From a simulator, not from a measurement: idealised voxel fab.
Process module, titled voxel air gaps
Square cell edge 5 nm, section width 210 nm, ID cut.
Reading order for cross-sections: top band down to bottom band. Underlying form: a grid of square cells. Band size: one or more rows of cells. Heads up on the band format: heights come first, top then bottom, in nm. After that it's the materials left to right, each with its width in nm. A single material flagged "everywhere" fills the whole band edge to edge, and "blank" means there's empty space there. Beneath 0, the wafer as received is one material, and that level is where height counting begins. The lowest band goes on downward without a bottom; it is written like "from 0 down". A width such as "30 to 40" changes by the same amount from each row of cells to the next, from the band's top row to its bottom row. "everything unchanged" (step): cross-section cells unchanged, all of them. "Voids lacking openings": empty spaces of 8 cells or more with no open way to the top, each given as width x height at distance, distance from the left edge, all in nm. Text after the settings on a step's line: the simulator's own remark on that step. What "overlay nm" on a step's line means: if the step has a mask, that mask lay this far to the right of its planned place, or, when the value is negative, to the left.

This section lists the process steps that were planned:
1,RECEIVE: material Si
2,CONFORMAL_DEP: material SiO2, thk nm 10
3,CONFORMAL_DEP: material SiCN, thk nm 5
4,DIRECTIONAL_DEP: material lowk, thk nm 35
5,MASKED_ETCH: tone open, mask id LINES, width nm 20, pitch nm 50, etch materials lowk, depth nm 35, overlay nm 0
6,CONFORMAL_DEP: material TiN, thk nm 5
7,FILL_DEP: material W, thk nm 5
8,CMP: height nm 50
9,EPI: material Ru, thk nm 10
10,SELECTIVE_ETCH: etch materials lowk, depth nm 45
11,CONFORMAL_DEP: material SiCN, thk nm 5

Concerning the first of two wafers, which was run in accordance with the plan:

Step 1 complete: cross-section of the wafer as received:
  from 0 down  Si everywhere
  Voids lacking openings: none

You're looking at a cross-section of the wafer after step 2:
  from 10 to 0  SiO2 everywhere
  Below a height of 0, the structure has not been altered.

You're looking at a cross-section of the wafer after step 3:
  from 15 to 10  SiCN everywhere
  Below a height of 10, the structure has not been altered.

You're looking at a cross-section of the wafer after step 4:
  from 50 to 15  lowk everywhere
  Below a height of 15, the structure has not been altered.

You're looking at a cross-section of the wafer after step 5:
  from 50 to 15  lowk=20 / blank=20 / lowk=30 / blank=20 / lowk=30 / blank=20 / lowk=30 / blank=20 / lowk=20
  Below a height of 15, the structure has not been altered.

You're looking at a cross-section of the wafer after step 6:
  from 55 to 50  TiN=25 / blank=10 / TiN=40 / blank=10 / TiN=40 / blank=10 / TiN=40 / blank=10 / TiN=25
  from 50 to 20  lowk=20 / TiN=5 / blank=10 / TiN=5 / lowk=30 / TiN=5 / blank=10 / TiN=5 / lowk=30 / TiN=5 / blank=10 / TiN=5 / lowk=30 / TiN=5 / blank=10 / TiN=5 / lowk=20
  from 20 to 15  lowk=20 / TiN=20 / lowk=30 / TiN=20 / lowk=30 / TiN=20 / lowk=30 / TiN=20 / lowk=20
  Below a height of 15, the structure has not been altered.

You're looking at a cross-section of the wafer after step 7:
  from 60 to 55  W everywhere
  from 55 to 50  TiN=25 / W=10 / TiN=40 / W=10 / TiN=40 / W=10 / TiN=40 / W=10 / TiN=25
  from 50 to 20  lowk=20 / TiN=5 / W=10 / TiN=5 / lowk=30 / TiN=5 / W=10 / TiN=5 / lowk=30 / TiN=5 / W=10 / TiN=5 / lowk=30 / TiN=5 / W=10 / TiN=5 / lowk=20
  Below a height of 20, the structure has not been altered.

You're looking at a cross-section of the wafer after step 8:
  from 50 to 20  lowk=20 / TiN=5 / W=10 / TiN=5 / lowk=30 / TiN=5 / W=10 / TiN=5 / lowk=30 / TiN=5 / W=10 / TiN=5 / lowk=30 / TiN=5 / W=10 / TiN=5 / lowk=20
  Below a height of 20, the structure has not been altered.

You're looking at a cross-section of the wafer after step 9:
  from 60 to 50  blank=10 / Ru=40 / blank=10 / Ru=40 / blank=10 / Ru=40 / blank=10 / Ru=40 / blank=10
  Below a height of 50, the structure has not been altered.

You're looking at a cross-section of the wafer after step 10:
  from 60 to 50  blank=10 / Ru=40 / blank=10 / Ru=40 / blank=10 / Ru=40 / blank=10 / Ru=40 / blank=10
  from 50 to 20  blank=20 / TiN=5 / W=10 / TiN=5 / blank=30 / TiN=5 / W=10 / TiN=5 / blank=30 / TiN=5 / W=10 / TiN=5 / blank=30 / TiN=5 / W=10 / TiN=5 / blank=20
  from 20 to 15  blank=20 / TiN=20 / blank=30 / TiN=20 / blank=30 / TiN=20 / blank=30 / TiN=20 / blank=20
  Below a height of 15, the structure has not been altered.

You're looking at a cross-section of the wafer after step 11:
  from 65 to 60  blank=5 / SiCN=200 / blank=5
  from 60 to 50  blank=5 / SiCN=5 / Ru=40 / SiCN=10 / Ru=40 / SiCN=10 / Ru=40 / SiCN=10 / Ru=40 / SiCN=5 / blank=5
  from 50 to 45  blank=5 / SiCN=15 / TiN=5 / W=10 / TiN=5 / SiCN=30 / TiN=5 / W=10 / TiN=5 / SiCN=30 / TiN=5 / W=10 / TiN=5 / SiCN=30 / TiN=5 / W=10 / TiN=5 / SiCN=15 / blank=5
  from 45 to 20  blank=15 / SiCN=5 / TiN=5 / W=10 / TiN=5 / SiCN=5 / blank=20 / SiCN=5 / TiN=5 / W=10 / TiN=5 / SiCN=5 / blank=20 / SiCN=5 / TiN=5 / W=10 / TiN=5 / SiCN=5 / blank=20 / SiCN=5 / TiN=5 / W=10 / TiN=5 / SiCN=5 / blank=15
  from 20 to 15  SiCN=20 / TiN=20 / SiCN=30 / TiN=20 / SiCN=30 / TiN=20 / SiCN=30 / TiN=20 / SiCN=20
  Below a height of 15, the structure has not been altered.
  Voids lacking openings: 20 x 25 at 45; 20 x 25 at 95; 20 x 25 at 145

Okay, second wafer. Nothing different at the start, nothing different in the plan, just one mistake somewhere in the running. As far as step 4, counting that step, it's the first wafer all over again:

Second wafer, cut view, end of step 5 per plan:
  from 50 to 15  lowk=25 / blank=20 / lowk=30 / blank=20 / lowk=30 / blank=20 / lowk=30 / blank=20 / lowk=15
  Below a height of 15, the structure has not been altered.

Second wafer, cut view, end of step 6 per plan:
  from 55 to 50  TiN=30 / blank=10 / TiN=40 / blank=10 / TiN=40 / blank=10 / TiN=40 / blank=10 / TiN=20
  from 50 to 20  lowk=25 / TiN=5 / blank=10 / TiN=5 / lowk=30 / TiN=5 / blank=10 / TiN=5 / lowk=30 / TiN=5 / blank=10 / TiN=5 / lowk=30 / TiN=5 / blank=10 / TiN=5 / lowk=15
  from 20 to 15  lowk=25 / TiN=20 / lowk=30 / TiN=20 / lowk=30 / TiN=20 / lowk=30 / TiN=20 / lowk=15
  Below a height of 15, the structure has not been altered.

Second wafer, cut view, end of step 7 per plan:
  from 60 to 55  W everywhere
  from 55 to 50  TiN=30 / W=10 / TiN=40 / W=10 / TiN=40 / W=10 / TiN=40 / W=10 / TiN=20
  from 50 to 20  lowk=25 / TiN=5 / W=10 / TiN=5 / lowk=30 / TiN=5 / W=10 / TiN=5 / lowk=30 / TiN=5 / W=10 / TiN=5 / lowk=30 / TiN=5 / W=10 / TiN=5 / lowk=15
  Below a height of 20, the structure has not been altered.

Second wafer, cut view, end of step 8 per plan:
  from 50 to 20  lowk=25 / TiN=5 / W=10 / TiN=5 / lowk=30 / TiN=5 / W=10 / TiN=5 / lowk=30 / TiN=5 / W=10 / TiN=5 / lowk=30 / TiN=5 / W=10 / TiN=5 / lowk=15
  Below a height of 20, the structure has not been altered.

Second wafer, cut view, end of step 9 per plan:
  from 60 to 50  blank=15 / Ru=40 / blank=10 / Ru=40 / blank=10 / Ru=40 / blank=10 / Ru=40 / blank=5
  Below a height of 50, the structure has not been altered.

Second wafer, cut view, end of step 10 per plan:
  from 60 to 50  blank=15 / Ru=40 / blank=10 / Ru=40 / blank=10 / Ru=40 / blank=10 / Ru=40 / blank=5
  from 50 to 20  blank=25 / TiN=5 / W=10 / TiN=5 / blank=30 / TiN=5 / W=10 / TiN=5 / blank=30 / TiN=5 / W=10 / TiN=5 / blank=30 / TiN=5 / W=10 / TiN=5 / blank=15
  from 20 to 15  blank=25 / TiN=20 / blank=30 / TiN=20 / blank=30 / TiN=20 / blank=30 / TiN=20 / blank=15
  Below a height of 15, the structure has not been altered.

Second wafer, cut view, end of step 11 per plan:
  from 65 to 60  blank=10 / SiCN=200
  from 60 to 50  blank=10 / SiCN=5 / Ru=40 / SiCN=10 / Ru=40 / SiCN=10 / Ru=40 / SiCN=10 / Ru=40 / SiCN=5
  from 50 to 45  blank=10 / SiCN=15 / TiN=5 / W=10 / TiN=5 / SiCN=30 / TiN=5 / W=10 / TiN=5 / SiCN=30 / TiN=5 / W=10 / TiN=5 / SiCN=30 / TiN=5 / W=10 / TiN=5 / SiCN=15
  from 45 to 20  blank=20 / SiCN=5 / TiN=5 / W=10 / TiN=5 / SiCN=5 / blank=20 / SiCN=5 / TiN=5 / W=10 / TiN=5 / SiCN=5 / blank=20 / SiCN=5 / TiN=5 / W=10 / TiN=5 / SiCN=5 / blank=20 / SiCN=5 / TiN=5 / W=10 / TiN=5 / SiCN=5 / blank=10
  from 20 to 15  SiCN=25 / TiN=20 / SiCN=30 / TiN=20 / SiCN=30 / TiN=20 / SiCN=30 / TiN=20 / SiCN=15
  Below a height of 15, the structure has not been altered.
  Voids lacking openings: 20 x 25 at 50; 20 x 25 at 100; 20 x 25 at 150; 10 x 25 at 200
Error vs. plan: planned and actual differ for step 5; actual: MASKED_ETCH: tone open, mask id LINES, width nm 20, pitch nm 50, etch materials lowk, depth nm 35, overlay nm 5
at the end the second wafer has, in cells: as many of each material as the first, in other places
Heads up: the first wafer ends with 3 closed voids, the second with 4.
